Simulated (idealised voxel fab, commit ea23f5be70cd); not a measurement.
process module | voxel wiring stack
cross-section cut | 185 nm wide | cells 5 nm
A cross-section is a grid of square cells, given in bands from the top down. A band is one or more rows of cells.
Each band's line starts with the height of the band's top and of its bottom, in nm. Then come its materials from left to right, each with its width in nm. One material with "throughout" fills the band from edge to edge. "air" is empty space.
Height 0 is the level under which the wafer as received is all one material. The lowest band goes on downwards, as in "0 down".
A width such as "30 to 40" changes by the same amount from each row of cells to the next, from the band's top row to its bottom row.
"no change" after a step means that no cell of the cross-section changed.
closed voids: empty space of 8 cells or more with no open way to the top, each as width x height at its distance from the left edge, in nm
after a step's settings: what the simulator itself notes on the step
overlay nm, on a step with a mask: how far to the right of its planned place the mask lay; to the left if negative
plan
1 op RECEIVE | material Si
2 op CONFORMAL_DEP | material SiO2 | thk nm 15
3 op CONFORMAL_DEP | material SiN | thk nm 5
4 op DIRECTIONAL_DEP | material lowk | thk nm 20
5 op PATTERN | tone open | mask id METAL_1 | material resist | width nm 20 | pitch nm 45 | thk nm 20 | overlay nm 0
6 op DIRECTIONAL_ETCH | etch materials lowk | depth nm 20
7 op DIRECTIONAL_ETCH | etch materials SiN | depth nm 5
8 op STRIP | etch materials resist
9 op CONFORMAL_DEP | material TiN | thk nm 5
10 op FILL_DEP | material Cu | thk nm 10
11 op CMP | height nm 40
12 op EPI | material Ru | thk nm 5
13 op FILL_DEP | material SiCN | thk nm 5
14 op DIRECTIONAL_DEP | material lowk | thk nm 20
15 op MASKED_ETCH | tone open | mask id PLUG_1 | width nm 15 | pitch nm 90 | etch materials lowk | depth nm 20 | overlay nm 0
16 op MASKED_ETCH | tone open | mask id PLUG_1 | width nm 15 | pitch nm 90 | etch materials SiCN | depth nm 5 | overlay nm 0
17 op CONFORMAL_DEP | material TiN | thk nm 5
18 op FILL_DEP | material W | thk nm 5
19 op CMP | height nm 70
20 op DIRECTIONAL_DEP | material TiN | thk nm 5
21 op DIRECTIONAL_DEP | material Ru | thk nm 25
22 op DIRECTIONAL_DEP | material aC | thk nm 10
23 op PATTERN | tone cover | mask id METAL_2 | material resist | width nm 20 | pitch nm 45 | thk nm 30 | overlay nm 0
24 op DIRECTIONAL_ETCH | etch materials aC | depth nm 10
25 op STRIP | etch materials resist
26 op DIRECTIONAL_ETCH | etch materials Ru | depth nm 25
27 op DIRECTIONAL_ETCH | etch materials TiN | depth nm 5
28 op STRIP | etch materials aC
29 op FILL_DEP | material SiO2 | thk nm 10
30 op CMP | height nm 100
31 op CONFORMAL_DEP | material SiCN | thk nm 5
as received, after step 1
  0 down: Si throughout
  closed voids: none
first wafer at the end, as planned
  105 to 100: SiCN throughout
  100 to 75: SiO2 35 | Ru 20 | SiO2 25 | Ru 20 | SiO2 25 | Ru 20 | SiO2 40
  75 to 70: SiO2 35 | TiN 20 | SiO2 25 | TiN 20 | SiO2 25 | TiN 20 | SiO2 40
  70 to 50: lowk 35 | TiN 5 | W 5 | TiN 5 | lowk 75 | TiN 5 | W 5 | TiN 5 | lowk 45
  50 to 45: SiCN 35 | TiN 15 | SiCN 75 | TiN 15 | SiCN 45
  45 to 40: SiCN 30 | Ru 30 | SiCN 15 | Ru 30 | SiCN 15 | Ru 30 | SiCN 35
  40 to 20: lowk 35 | TiN 5 | Cu 10 | TiN 5 | lowk 25 | TiN 5 | Cu 10 | TiN 5 | lowk 25 | TiN 5 | Cu 10 | TiN 5 | lowk 40
  20 to 15: SiN 35 | TiN 20 | SiN 25 | TiN 20 | SiN 25 | TiN 20 | SiN 40
  15 to 0: SiO2 throughout
  0 down: Si throughout
  closed voids: none
second wafer at the end: like start, like plan, one mistake
  105 to 100: SiCN throughout
  100 to 75: Ru 35 | SiO2 20 | Ru 25 | SiO2 20 | Ru 25 | SiO2 20 | Ru 40
  75 to 70: TiN 35 | SiO2 20 | TiN 25 | SiO2 20 | TiN 25 | SiO2 20 | TiN 40
  70 to 50: lowk 35 | TiN 5 | W 5 | TiN 5 | lowk 75 | TiN 5 | W 5 | TiN 5 | lowk 45
  50 to 45: SiCN 35 | TiN 15 | SiCN 75 | TiN 15 | SiCN 45
  45 to 40: SiCN 30 | Ru 30 | SiCN 15 | Ru 30 | SiCN 15 | Ru 30 | SiCN 35
  40 to 20: lowk 35 | TiN 5 | Cu 10 | TiN 5 | lowk 25 | TiN 5 | Cu 10 | TiN 5 | lowk 25 | TiN 5 | Cu 10 | TiN 5 | lowk 40
  20 to 15: SiN 35 | TiN 20 | SiN 25 | TiN 20 | SiN 25 | TiN 20 | SiN 40
  15 to 0: SiO2 throughout
  0 down: Si throughout
  closed voids: none
what went wrong: step 23 ran as: op PATTERN | tone open | mask id METAL_2 | material resist | width nm 20 | pitch nm 45 | thk nm 30 | overlay nm 0
at the end the second wafer has, in cells: 65 more of Ru | 78 fewer of SiO2 | 13 more of TiN
